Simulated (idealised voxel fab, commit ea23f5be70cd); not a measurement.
The following process module bears the name voxel fin reveal.
Pictured: cross-section cut, 145 nm wide, on a grid of 5 nm square cells.
Notation: cross-section as square-cell grid; stated in bands, top first, going down; one or more cell rows per band.
This entry defines a band. It first specifies the height of the band's top and the height of its bottom in nm, and then specifies the band's materials from left to right, stating each material with its width in nm. The word "everywhere" identifies a single material that fills the band from edge to edge, while the word "blank" identifies empty space.
Convention: height 0 is the level below which the wafer, as received, is all one material. The lowest band does not terminate at the bottom but continues downward, represented as "0 and below".
When a width is written as two numbers, as in "30 to 40", the first number is the width in the top row of cells of the band and the second is the width in its bottom row, and the width changes by the same amount from each row to the next.
Step marked "nothing got changed"? Then no cell in the cross-section changed in it.
Any empty space of 8 cells or more lacking an open way to the top shows up in "Sealed-off cavities" as width x height at distance, distance from the left edge, in nm.
On each step's line, the part that comes after the settings is the simulator's own comment on the step.
overlay nm: mask right of planned place by this much (step with mask). Neg. = left.

So here's the lineup of process steps we planned:
1 op RECEIVE | material Si
2 op CONFORMAL_DEP | material SiN | thk nm 10
3 op PATTERN | tone cover | mask id FINS | material resist | width nm 15 | pitch nm 40 | thk nm 20 | overlay nm 0
4 op DIRECTIONAL_ETCH | etch materials SiN | depth nm 10
5 op DIRECTIONAL_ETCH | etch materials Si | depth nm 35
6 op STRIP | etch materials resist
7 op FILL_DEP | material SiO2 | thk nm 5
8 op CMP | height nm 10
9 op SELECTIVE_ETCH | etch materials SiO2 | depth nm 20
10 op STRIP | etch materials SiN
11 op CONFORMAL_DEP | material HfO2 | thk nm 5

Here's what the wafer looked like in cross-section when it arrived - that's after step 1:
  0 and below: Si everywhere
  Sealed-off cavities: none

Cross-sectional image of the first of two wafers at the end of the module, the run having proceeded as planned:
  5 down to 0: blank (40) / HfO2 (25) / blank (15) / HfO2 (25) / blank (40)
  0 down to -5: blank (40) / HfO2 (5) / Si (15) / HfO2 (5) / blank (15) / HfO2 (5) / Si (15) / HfO2 (5) / blank (40)
  -5 down to -10: HfO2 (45) / Si (15) / HfO2 (25) / Si (15) / HfO2 (45)
  -10 down to -35: SiO2 (45) / Si (15) / SiO2 (25) / Si (15) / SiO2 (45)
  -35 and below: Si everywhere
  Sealed-off cavities: none

Second wafer through the module, sectioned at the end: same beginning and same plan as the first wafer, with one mistake in carrying it out:
  5 down to 0: HfO2 everywhere
  0 down to -35: SiO2 (45) / Si (15) / SiO2 (25) / Si (15) / SiO2 (45)
  -35 and below: Si everywhere
  Sealed-off cavities: none
What was the processing mistake? note that step 9 departed from the planned setting and was carried out as op SELECTIVE_ETCH | etch materials SiO2 | depth nm 10
Final difference in cells, second wafer against first, listed per material as more or fewer: -8 HfO2 | +46 SiO2
